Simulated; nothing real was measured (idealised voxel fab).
The process module presented herein is designated voxel capacitor over wiring.
This is section cut - it's 270 nm across, gridded in 5 nm square cells.
Cross-section format: a grid of square cells, given as bands from top to bottom; each band is one or more rows of cells.
Top, bottom (nm), then materials left to right with widths (nm); lone material tagged "all across" fills the whole band edge to edge; "air" = empty space.
Height datum 0, below which the as-received substrate wafer is one material. Lowest band open at the bottom, running downward: "0 down".
The width entry "30 to 40" should be interpreted row by row: the top row of cells in the band takes the first number, the bottom row takes the second number, and the change between adjacent rows is uniform throughout.
Any step labelled "no change" changed none of the cells in the cross-section.
This entry, "Enclosed void listing", enumerates those empty regions of no fewer than 8 cells that possess no open connection to the top. Each region is reported in the form width x height at distance, the distance being taken from the left edge, with all three quantities expressed in nm.
That trailing text on a step's line, after the settings, is the simulator's own remark on the step.
Among the settings permitted on a step's line is "overlay nm"; applied to a step with a mask, it specifies the extent to which the mask lay to the right of its planned position, whereas a negative figure signifies a position to the left.
Planned step list for the process
1,RECEIVE [material Si]
2,CONFORMAL_DEP [material SiO2] [thk nm 15]
3,CONFORMAL_DEP [material SiN] [thk nm 5]
4,DIRECTIONAL_DEP [material SiO2] [thk nm 20]
5,DIRECTIONAL_DEP [material aC] [thk nm 15]
6,PATTERN [tone open] [mask id METAL_1] [material resist] [width nm 30] [pitch nm 80] [thk nm 35] [overlay nm 0]
7,DIRECTIONAL_ETCH [etch materials aC] [depth nm 15]
8,STRIP [etch materials resist]
9,DIRECTIONAL_ETCH [etch materials SiO2] [depth nm 20]
10,DIRECTIONAL_ETCH [etch materials SiN] [depth nm 5]
11,STRIP [etch materials aC]
12,CONFORMAL_DEP [material TiN] [thk nm 5]
13,FILL_DEP [material Cu] [thk nm 5]
14,CMP [height nm 40]
15,CONFORMAL_DEP [material SiCN] [thk nm 5]
16,DIRECTIONAL_DEP [material lowk] [thk nm 20]
17,MASKED_ETCH [tone open] [mask id PLUG_1] [width nm 15] [etch materials lowk] [depth nm 20] [overlay nm 0]
18,MASKED_ETCH [tone open] [mask id PLUG_1] [width nm 15] [etch materials SiCN] [depth nm 5] [overlay nm 0]
19,CONFORMAL_DEP [material TiN] [thk nm 5]
20,FILL_DEP [material Cu] [thk nm 5]
21,CMP [height nm 65]
22,DIRECTIONAL_DEP [material TiN] [thk nm 10]
23,DIRECTIONAL_DEP [material HfO2] [thk nm 5]
24,DIRECTIONAL_DEP [material TiN] [thk nm 5]
25,PATTERN [tone cover] [mask id UPPER_PLATE] [material resist] [width nm 55] [thk nm 15] [overlay nm 0]
26,DIRECTIONAL_ETCH [etch materials TiN] [depth nm 5]
27,DIRECTIONAL_ETCH [etch materials HfO2] [depth nm 5]
28,STRIP [etch materials resist]
29,DIRECTIONAL_DEP [material aC] [thk nm 10]
30,PATTERN [tone cover] [mask id LOWER_PLATE] [material resist] [width nm 65] [thk nm 25] [overlay nm 0]
31,DIRECTIONAL_ETCH [etch materials aC] [depth nm 10]
32,STRIP [etch materials resist]
33,DIRECTIONAL_ETCH [etch materials TiN] [depth nm 10]
34,STRIP [etch materials aC]
35,FILL_DEP [material SiO2] [thk nm 15]
36,CMP [height nm 95]
37,DIRECTIONAL_DEP [material aC] [thk nm 10]
38,PATTERN [tone open] [mask id PLUG_2] [material resist] [width nm 15] [thk nm 30] [overlay nm 0]
39,DIRECTIONAL_ETCH [etch materials aC] [depth nm 10]
40,STRIP [etch materials resist]
41,DIRECTIONAL_ETCH [etch materials SiO2] [depth nm 10]
42,STRIP [etch materials aC]
43,CONFORMAL_DEP [material TiN] [thk nm 5]
44,FILL_DEP [material Ru] [thk nm 5]
45,CMP [height nm 95]
46,CONFORMAL_DEP [material SiN] [thk nm 5]
This is the cross-section of the wafer as we received it, i.e. after step 1
> 0 down | Si all across
> Enclosed void listing: none
Figure: cross-sectional view of the wafer upon completion of the module, processed from the initial state and according to the plan depicted above, with one error introduced during execution
> 100 to 95 | SiN all across
> 95 to 90 | 105 of SiO2, then 5 of TiN, then 5 of Ru, then 5 of TiN, then 150 of SiO2
> 90 to 80 | 105 to 95 of SiO2, then 15 to 55 of TiN, then 150 to 120 of SiO2
> 80 to 75 | 95 of SiO2, then 55 of HfO2, then 120 of SiO2
> 75 to 65 | 90 of SiO2, then 65 of TiN, then 115 of SiO2
> 65 to 45 | 95 of lowk, then 5 of TiN, then 5 of Cu, then 5 of TiN, then 160 of lowk
> 45 to 40 | 95 of SiCN, then 15 of TiN, then 160 of SiCN
> 40 to 20 | 85 of SiO2, then 5 of TiN, then 15 of Cu, then 5 of TiN, then 55 of SiO2, then 5 of TiN, then 15 of Cu, then 5 of TiN, then 80 of SiO2
> 20 to 15 | 85 of SiN, then 25 of TiN, then 55 of SiN, then 25 of TiN, then 80 of SiN
> 15 to 0 | SiO2 all across
> 0 down | Si all across
> Enclosed void listing: none
Short version of what went wrong: step 6 ran as: PATTERN [tone open] [mask id METAL_1] [material resist] [width nm 25] [pitch nm 80] [thk nm 35] [overlay nm 0]
